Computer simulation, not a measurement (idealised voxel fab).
voxel trench capacitor: a process module
It is cross-section cut that appears here, measuring 275 nm in width, its square cells being 5 nm in size.
Bands, listed from the top down, are how a cross-section gets written in this document; the cross-section itself is a grid of square cells, and a band is one or more rows of them. Heads up on the band format: heights come first, top then bottom, in nm. After that it's the materials left to right, each with its width in nm. A single material flagged "edge to edge" fills the whole band edge to edge, and "empty" means there's empty space there. Height datum 0, below which the as-received substrate wafer is one material. Lowest band open at the bottom, running downward: "z 0 and below". Think of "30->40" as a width that walks from the first number to the second as you go down the band, top row to bottom row, taking equal-sized steps from row to row. Given "remained the same" for a step, no cell of the cross-section differs between before and after that step. Reported under the label "Closed void list" are the empty spaces having no open way to the top and comprising 8 cells or more; the notation for each is width x height at distance, in which the distance is measured from the left edge and all three values are in nm. On each step's line, the part that comes after the settings is the simulator's own comment on the step. For masked steps, "overlay nm" on the step line gives how far right of plan the mask actually lay; a minus sign means it lay to the left. Every pair from here on: before one process step, after it. The after cross-section reaches only to the lowest band that changed. Below the pair: the step in between and its settings. Pairs can belong to different runs of this module on the same starting wafer; a pair carries on from the pair above only if the entry headed "Incoming profile" says so.
Incoming profile
  z 50 to 20  45 of resist  25 of empty  20 of resist  25 of empty  20 of resist  25 of empty  20 of resist  25 of empty  70 of resist
  z 20 to 10  aC edge to edge
  z 10 to 0  SiN edge to edge
  z 0 and below  Si edge to edge
  Closed void list: none
State After Step
  z 40 to 20  45 of resist  25 of empty  20 of resist  25 of empty  20 of resist  25 of empty  20 of resist  25 of empty  70 of resist
  z 20 to 10  45 of aC  25 of empty  20 of aC  25 of empty  20 of aC  25 of empty  20 of aC  25 of empty  70 of aC
  Beneath the level 10, the cross-section is identical to its previous state.
  Closed void list: none
The process step bridging the two cross-sections above: DIRECTIONAL_ETCH, etch materials aC, depth nm 10
Incoming profile: = after-state of the pair above.
State After Step
  z 20 to 10  45 of aC  25 of empty  20 of aC  25 of empty  20 of aC  25 of empty  20 of aC  25 of empty  70 of aC
  Beneath the level 10, the cross-section is identical to its previous state.
  Closed void list: none
The process step bridging the two cross-sections above: STRIP, etch materials resist
Incoming profile: = after-state of the pair above.
State After Step
  z 20 to 10  45 of aC  25 of empty  20 of aC  25 of empty  20 of aC  25 of empty  20 of aC  25 of empty  70 of aC
  z 10 to 0  45 of SiN  25 of empty  20 of SiN  25 of empty  20 of SiN  25 of empty  20 of SiN  25 of empty  70 of SiN
  Beneath the level 0, the cross-section is identical to its previous state.
  Closed void list: none
The process step bridging the two cross-sections above: DIRECTIONAL_ETCH, etch materials SiN, depth nm 10
Incoming profile: = after-state of the pair above.
State After Step
  z 20 to 10  45 of aC  25 of empty  20 of aC  25 of empty  20 of aC  25 of empty  20 of aC  25 of empty  70 of aC
  z 10 to 0  45 of SiN  25 of empty  20 of SiN  25 of empty  20 of SiN  25 of empty  20 of SiN  25 of empty  70 of SiN
  z 0 to -25  45 of Si  25 of empty  20 of Si  25 of empty  20 of Si  25 of empty  20 of Si  25 of empty  70 of Si
  Beneath the level -25, the cross-section is identical to its previous state.
  Closed void list: none
The process step bridging the two cross-sections above: DIRECTIONAL_ETCH, etch materials Si, depth nm 25
Incoming profile: = after-state of the pair above.
State After Step
  z 10 to 0  45 of SiN  25 of empty  20 of SiN  25 of empty  20 of SiN  25 of empty  20 of SiN  25 of empty  70 of SiN
  Beneath the level 0, the cross-section is identical to its previous state.
  Closed void list: none
The process step bridging the two cross-sections above: STRIP, etch materials aC
Incoming profile: = after-state of the pair above.
State After Step
  z 15 to 10  50 of HfO2  15 of empty  30 of HfO2  15 of empty  30 of HfO2  15 of empty  30 of HfO2  15 of empty  75 of HfO2
  z 10 to 0  45 of SiN  5 of HfO2  15 of empty  5 of HfO2  20 of SiN  5 of HfO2  15 of empty  5 of HfO2  20 of SiN  5 of HfO2  15 of empty  5 of HfO2  20 of SiN  5 of HfO2  15 of empty  5 of HfO2  70 of SiN
  z 0 to -20  45 of Si  5 of HfO2  15 of empty  5 of HfO2  20 of Si  5 of HfO2  15 of empty  5 of HfO2  20 of Si  5 of HfO2  15 of empty  5 of HfO2  20 of Si  5 of HfO2  15 of empty  5 of HfO2  70 of Si
  z -20 to -25  45 of Si  25 of HfO2  20 of Si  25 of HfO2  20 of Si  25 of HfO2  20 of Si  25 of HfO2  70 of Si
  Beneath the level -25, the cross-section is identical to its previous state.
  Closed void list: none
The process step bridging the two cross-sections above: CONFORMAL_DEP, material HfO2, thk nm 5
Incoming profile: = after-state of the pair above.
State After Step
  z 20 to 15  55 of TiN  5 of empty  40 of TiN  5 of empty  40 of TiN  5 of empty  40 of TiN  5 of empty  80 of TiN
  z 15 to 10  50 of HfO2  5 of TiN  5 of empty  5 of TiN  30 of HfO2  5 of TiN  5 of empty  5 of TiN  30 of HfO2  5 of TiN  5 of empty  5 of TiN  30 of HfO2  5 of TiN  5 of empty  5 of TiN  75 of HfO2
  z 10 to 0  45 of SiN  5 of HfO2  5 of TiN  5 of empty  5 of TiN  5 of HfO2  20 of SiN  5 of HfO2  5 of TiN  5 of empty  5 of TiN  5 of HfO2  20 of SiN  5 of HfO2  5 of TiN  5 of empty  5 of TiN  5 of HfO2  20 of SiN  5 of HfO2  5 of TiN  5 of empty  5 of TiN  5 of HfO2  70 of SiN
  z 0 to -15  45 of Si  5 of HfO2  5 of TiN  5 of empty  5 of TiN  5 of HfO2  20 of Si  5 of HfO2  5 of TiN  5 of empty  5 of TiN  5 of HfO2  20 of Si  5 of HfO2  5 of TiN  5 of empty  5 of TiN  5 of HfO2  20 of Si  5 of HfO2  5 of TiN  5 of empty  5 of TiN  5 of HfO2  70 of Si
  z -15 to -20  45 of Si  5 of HfO2  15 of TiN  5 of HfO2  20 of Si  5 of HfO2  15 of TiN  5 of HfO2  20 of Si  5 of HfO2  15 of TiN  5 of HfO2  20 of Si  5 of HfO2  15 of TiN  5 of HfO2  70 of Si
  Beneath the level -20, the cross-section is identical to its previous state.
  Closed void list: none
The process step bridging the two cross-sections above: CONFORMAL_DEP, material TiN, thk nm 5
Incoming profile: = after-state of the pair above.
State After Step
  z 30 to 20  W edge to edge
  z 20 to 15  55 of TiN  5 of W  40 of TiN  5 of W  40 of TiN  5 of W  40 of TiN  5 of W  80 of TiN
  z 15 to 10  50 of HfO2  5 of TiN  5 of W  5 of TiN  30 of HfO2  5 of TiN  5 of W  5 of TiN  30 of HfO2  5 of TiN  5 of W  5 of TiN  30 of HfO2  5 of TiN  5 of W  5 of TiN  75 of HfO2
  z 10 to 0  45 of SiN  5 of HfO2  5 of TiN  5 of W  5 of TiN  5 of HfO2  20 of SiN  5 of HfO2  5 of TiN  5 of W  5 of TiN  5 of HfO2  20 of SiN  5 of HfO2  5 of TiN  5 of W  5 of TiN  5 of HfO2  20 of SiN  5 of HfO2  5 of TiN  5 of W  5 of TiN  5 of HfO2  70 of SiN
  z 0 to -15  45 of Si  5 of HfO2  5 of TiN  5 of W  5 of TiN  5 of HfO2  20 of Si  5 of HfO2  5 of TiN  5 of W  5 of TiN  5 of HfO2  20 of Si  5 of HfO2  5 of TiN  5 of W  5 of TiN  5 of HfO2  20 of Si  5 of HfO2  5 of TiN  5 of W  5 of TiN  5 of HfO2  70 of Si
  Beneath the level -15, the cross-section is identical to its previous state.
  Closed void list: none
The process step bridging the two cross-sections above: FILL_DEP, material W, thk nm 10
Incoming profile: = after-state of the pair above.
State After Step
  z 10 to 0  45 of SiN  5 of HfO2  5 of TiN  5 of W  5 of TiN  5 of HfO2  20 of SiN  5 of HfO2  5 of TiN  5 of W  5 of TiN  5 of HfO2  20 of SiN  5 of HfO2  5 of TiN  5 of W  5 of TiN  5 of HfO2  20 of SiN  5 of HfO2  5 of TiN  5 of W  5 of TiN  5 of HfO2  70 of SiN
  Beneath the level 0, the cross-section is identical to its previous state.
  Closed void list: none
The process step bridging the two cross-sections above: CMP, height nm 10
Incoming profile
  z 0 and below  Si edge to edge
  Closed void list: none
State After Step
  z 10 to 0  TiN edge to edge
  Beneath the level 0, the cross-section is identical to its previous state.
  Closed void list: none
The process step bridging the two cross-sections above: CONFORMAL_DEP, material TiN, thk nm 10
Incoming profile: = after-state of the pair above.
State After Step
  z 20 to 10  aC edge to edge
  Beneath the level 10, the cross-section is identical to its previous state.
  Closed void list: none
The process step bridging the two cross-sections above: DIRECTIONAL_DEP, material aC, thk nm 10
Incoming profile: = after-state of the pair above.
State After Step
  z 50 to 20  55 of resist  25 of empty  20 of resist  25 of empty  20 of resist  25 of empty  20 of resist  25 of empty  60 of resist
  Beneath the level 20, the cross-section is identical to its previous state.
  Closed void list: none
The process step bridging the two cross-sections above: PATTERN, tone open, mask id TRENCH, material resist, width nm 25, pitch nm 45, thk nm 30, overlay nm 0
Incoming profile: = after-state of the pair above.
State After Step
  z 40 to 20  55 of resist  25 of empty  20 of resist  25 of empty  20 of resist  25 of empty  20 of resist  25 of empty  60 of resist
  z 20 to 10  55 of aC  25 of empty  20 of aC  25 of empty  20 of aC  25 of empty  20 of aC  25 of empty  60 of aC
  Beneath the level 10, the cross-section is identical to its previous state.
  Closed void list: none
The process step bridging the two cross-sections above: DIRECTIONAL_ETCH, etch materials aC, depth nm 10
Incoming profile: = after-state of the pair above.
State After Step
  z 20 to 10  55 of aC  25 of empty  20 of aC  25 of empty  20 of aC  25 of empty  20 of aC  25 of empty  60 of aC
  Beneath the level 10, the cross-section is identical to its previous state.
  Closed void list: none
The process step bridging the two cross-sections above: STRIP, etch materials resist
Incoming profile: = after-state of the pair above.
State After Step
  z 10 to 0  TiN edge to edge
  Beneath the level 0, the cross-section is identical to its previous state.
  Closed void list: none
The process step bridging the two cross-sections above: STRIP, etch materials aC
Incoming profile: = after-state of the pair above.
State After Step
  z 15 to 10  HfO2 edge to edge
  Beneath the level 10, the cross-section is identical to its previous state.
  Closed void list: none
The process step bridging the two cross-sections above: CONFORMAL_DEP, material HfO2, thk nm 5
Incoming profile: = after-state of the pair above.
State After Step
  z 20 to 15  TiN edge to edge
  Beneath the level 15, the cross-section is identical to its previous state.
  Closed void list: none
The process step bridging the two cross-sections above: CONFORMAL_DEP, material TiN, thk nm 5
Incoming profile: = after-state of the pair above.
State After Step
  z 30 to 20  W edge to edge
  Beneath the level 20, the cross-section is identical to its previous state.
  Closed void list: none
The process step bridging the two cross-sections above: FILL_DEP, material W, thk nm 10
Incoming profile: = after-state of the pair above.
State After Step
  z 10 to 0  TiN edge to edge
  Beneath the level 0, the cross-section is identical to its previous state.
  Closed void list: none
The process step bridging the two cross-sections above: CMP, height nm 10
Incoming profile
  z 20 to 10  aC edge to edge
  z 10 to 0  SiN edge to edge
  z 0 and below  Si edge to edge
  Closed void list: none
State After Step
  z 50 to 20  55 of empty  25 of resist  20 of empty  25 of resist  20 of empty  25 of resist  20 of empty  25 of resist  60 of empty
  Beneath the level 20, the cross-section is identical to its previous state.
  Closed void list: none
The process step bridging the two cross-sections above: PATTERN, tone cover, mask id TRENCH, material resist, width nm 25, pitch nm 45, thk nm 30, overlay nm 0
Incoming profile: = after-state of the pair above.
State After Step
  z 40 to 20  55 of empty  25 of resist  20 of empty  25 of resist  20 of empty  25 of resist  20 of empty  25 of resist  60 of empty
  z 20 to 10  55 of empty  25 of aC  20 of empty  25 of aC  20 of empty  25 of aC  20 of empty  25 of aC  60 of empty
  Beneath the level 10, the cross-section is identical to its previous state.
  Closed void list: none
The process step bridging the two cross-sections above: DIRECTIONAL_ETCH, etch materials aC, depth nm 10
Incoming profile: = after-state of the pair above.
State After Step
  z 20 to 10  55 of empty  25 of aC  20 of empty  25 of aC  20 of empty  25 of aC  20 of empty  25 of aC  60 of empty
  Beneath the level 10, the cross-section is identical to its previous state.
  Closed void list: none
The process step bridging the two cross-sections above: STRIP, etch materials resist
Incoming profile: = after-state of the pair above.
State After Step
  z 20 to 10  55 of empty  25 of aC  20 of empty  25 of aC  20 of empty  25 of aC  20 of empty  25 of aC  60 of empty
  z 10 to 0  55 of empty  25 of SiN  20 of empty  25 of SiN  20 of empty  25 of SiN  20 of empty  25 of SiN  60 of empty
  Beneath the level 0, the cross-section is identical to its previous state.
  Closed void list: none
The process step bridging the two cross-sections above: DIRECTIONAL_ETCH, etch materials SiN, depth nm 10
Incoming profile: = after-state of the pair above.
State After Step
  z 20 to 10  55 of empty  25 of aC  20 of empty  25 of aC  20 of empty  25 of aC  20 of empty  25 of aC  60 of empty
  z 10 to 0  55 of empty  25 of SiN  20 of empty  25 of SiN  20 of empty  25 of SiN  20 of empty  25 of SiN  60 of empty
  z 0 to -25  55 of empty  25 of Si  20 of empty  25 of Si  20 of empty  25 of Si  20 of empty  25 of Si  60 of empty
  Beneath the level -25, the cross-section is identical to its previous state.
  Closed void list: none
The process step bridging the two cross-sections above: DIRECTIONAL_ETCH, etch materials Si, depth nm 25
Incoming profile: = after-state of the pair above.
State After Step
  z 10 to 0  55 of empty  25 of SiN  20 of empty  25 of SiN  20 of empty  25 of SiN  20 of empty  25 of SiN  60 of empty
  Beneath the level 0, the cross-section is identical to its previous state.
  Closed void list: none
The process step bridging the two cross-sections above: STRIP, etch materials aC
Incoming profile: = after-state of the pair above.
State After Step
  z 15 to 10  50 of empty  35 of HfO2  10 of empty  35 of HfO2  10 of empty  35 of HfO2  10 of empty  35 of HfO2  55 of empty
  z 10 to 0  50 of empty  5 of HfO2  25 of SiN  5 of HfO2  10 of empty  5 of HfO2  25 of SiN  5 of HfO2  10 of empty  5 of HfO2  25 of SiN  5 of HfO2  10 of empty  5 of HfO2  25 of SiN  5 of HfO2  55 of empty
  z 0 to -20  50 of empty  5 of HfO2  25 of Si  5 of HfO2  10 of empty  5 of HfO2  25 of Si  5 of HfO2  10 of empty  5 of HfO2  25 of Si  5 of HfO2  10 of empty  5 of HfO2  25 of Si  5 of HfO2  55 of empty
  z -20 to -25  55 of HfO2  25 of Si  20 of HfO2  25 of Si  20 of HfO2  25 of Si  20 of HfO2  25 of Si  60 of HfO2
  Beneath the level -25, the cross-section is identical to its previous state.
  Closed void list: none
The process step bridging the two cross-sections above: CONFORMAL_DEP, material HfO2, thk nm 5
Incoming profile: = after-state of the pair above.
State After Step
  z 20 to 15  45 of empty  180 of TiN  50 of empty
  z 15 to 10  45 of empty  5 of TiN  35 of HfO2  10 of TiN  35 of HfO2  10 of TiN  35 of HfO2  10 of TiN  35 of HfO2  5 of TiN  50 of empty
  z 10 to 0  45 of empty  5 of TiN  5 of HfO2  25 of SiN  5 of HfO2  10 of TiN  5 of HfO2  25 of SiN  5 of HfO2  10 of TiN  5 of HfO2  25 of SiN  5 of HfO2  10 of TiN  5 of HfO2  25 of SiN  5 of HfO2  5 of TiN  50 of empty
  z 0 to -15  45 of empty  5 of TiN  5 of HfO2  25 of Si  5 of HfO2  10 of TiN  5 of HfO2  25 of Si  5 of HfO2  10 of TiN  5 of HfO2  25 of Si  5 of HfO2  10 of TiN  5 of HfO2  25 of Si  5 of HfO2  5 of TiN  50 of empty
  z -15 to -20  50 of TiN  5 of HfO2  25 of Si  5 of HfO2  10 of TiN  5 of HfO2  25 of Si  5 of HfO2  10 of TiN  5 of HfO2  25 of Si  5 of HfO2  10 of TiN  5 of HfO2  25 of Si  5 of HfO2  55 of TiN
  Beneath the level -20, the cross-section is identical to its previous state.
  Closed void list: none
The process step bridging the two cross-sections above: CONFORMAL_DEP, material TiN, thk nm 5
Incoming profile: = after-state of the pair above.
State After Step
  z 30 to 20  W edge to edge
  z 20 to 15  45 of W  180 of TiN  50 of W
  z 15 to 10  45 of W  5 of TiN  35 of HfO2  10 of TiN  35 of HfO2  10 of TiN  35 of HfO2  10 of TiN  35 of HfO2  5 of TiN  50 of W
  z 10 to 0  45 of W  5 of TiN  5 of HfO2  25 of SiN  5 of HfO2  10 of TiN  5 of HfO2  25 of SiN  5 of HfO2  10 of TiN  5 of HfO2  25 of SiN  5 of HfO2  10 of TiN  5 of HfO2  25 of SiN  5 of HfO2  5 of TiN  50 of W
  z 0 to -15  45 of W  5 of TiN  5 of HfO2  25 of Si  5 of HfO2  10 of TiN  5 of HfO2  25 of Si  5 of HfO2  10 of TiN  5 of HfO2  25 of Si  5 of HfO2  10 of TiN  5 of HfO2  25 of Si  5 of HfO2  5 of TiN  50 of W
  Beneath the level -15, the cross-section is identical to its previous state.
  Closed void list: none
The process step bridging the two cross-sections above: FILL_DEP, material W, thk nm 10
Incoming profile: = after-state of the pair above.
State After Step
  z 10 to 0  45 of W  5 of TiN  5 of HfO2  25 of SiN  5 of HfO2  10 of TiN  5 of HfO2  25 of SiN  5 of HfO2  10 of TiN  5 of HfO2  25 of SiN  5 of HfO2  10 of TiN  5 of HfO2  25 of SiN  5 of HfO2  5 of TiN  50 of W
  Beneath the level 0, the cross-section is identical to its previous state.
  Closed void list: none
The process step bridging the two cross-sections above: CMP, height nm 10
